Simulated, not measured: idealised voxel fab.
Process module in this document: voxel released beams
Pictured: cross-section cut, 195 nm wide, on a grid of 5 nm square cells.
A cross-section is a grid of square cells, given in bands from the top down. A band is one or more rows of cells.
Each band's line starts with the height of the band's top and of its bottom, in nm. Then come its materials from left to right, each with its width in nm. One material with "all across" fills the band from edge to edge. "empty" is empty space.
Heights from 0 (as-received wafer is one material below). Bottom band endless downward, as "0 -> down".
You'd read "30 to 40" like this: the band's top row of cells is as wide as the first number, its bottom row is as wide as the second, and going down, every row changes width by the same amount as the row before did.
Step marked "nothing altered"? Then no cell in the cross-section changed in it.
Cavities, sealed: empty space of 8 cells or more with no open way to the top, each as width x height at its distance from the left edge, in nm
What comes after the settings on a step's line is commentary from the simulator itself on that step.
"overlay nm" denotes, for a step that has a mask, the displacement of the mask to the right of its planned place, with negative values corresponding to the left.

**So here's the lineup of process steps we planned**
- 1: op RECEIVE | material Si
- 2: op CONFORMAL_DEP | material SiN | thk nm 5
- 3: op DIRECTIONAL_DEP | material SiO2 | thk nm 10
- 4: op DIRECTIONAL_DEP | material aC | thk nm 10
- 5: op PATTERN | tone open | mask id ANCHOR | material resist | width nm 40 | thk nm 30 | overlay nm 0
- 6: op DIRECTIONAL_ETCH | etch materials aC | depth nm 10
- 7: op STRIP | etch materials resist
- 8: op DIRECTIONAL_ETCH | etch materials SiO2 | depth nm 10
- 9: op STRIP | etch materials aC
- 10: op CONFORMAL_DEP | material W | thk nm 15
- 11: op MASKED_ETCH | tone cover | mask id BEAM | width nm 110 | etch materials W | depth nm 15 | overlay nm 0
- 12: op STRIP | etch materials SiO2

**Cross-section of the wafer as it came to us, i.e., already through step 1**
> 0 -> down  Si all across
> Cavities, sealed: none

**The module was run from the start shown above using the plan shown above, but one mistake was made doing it; the resulting wafer cross-section is below**
> 30 -> 15  empty (40)  W (110)  empty (45)
> 15 -> 10  SiN all across
> 10 -> 0  SiO2 all across
> 0 -> down  Si all across
> Cavities, sealed: none
What was done differently from what was planned? deviation from plan: step 3 and step 2 executed in one another's positions
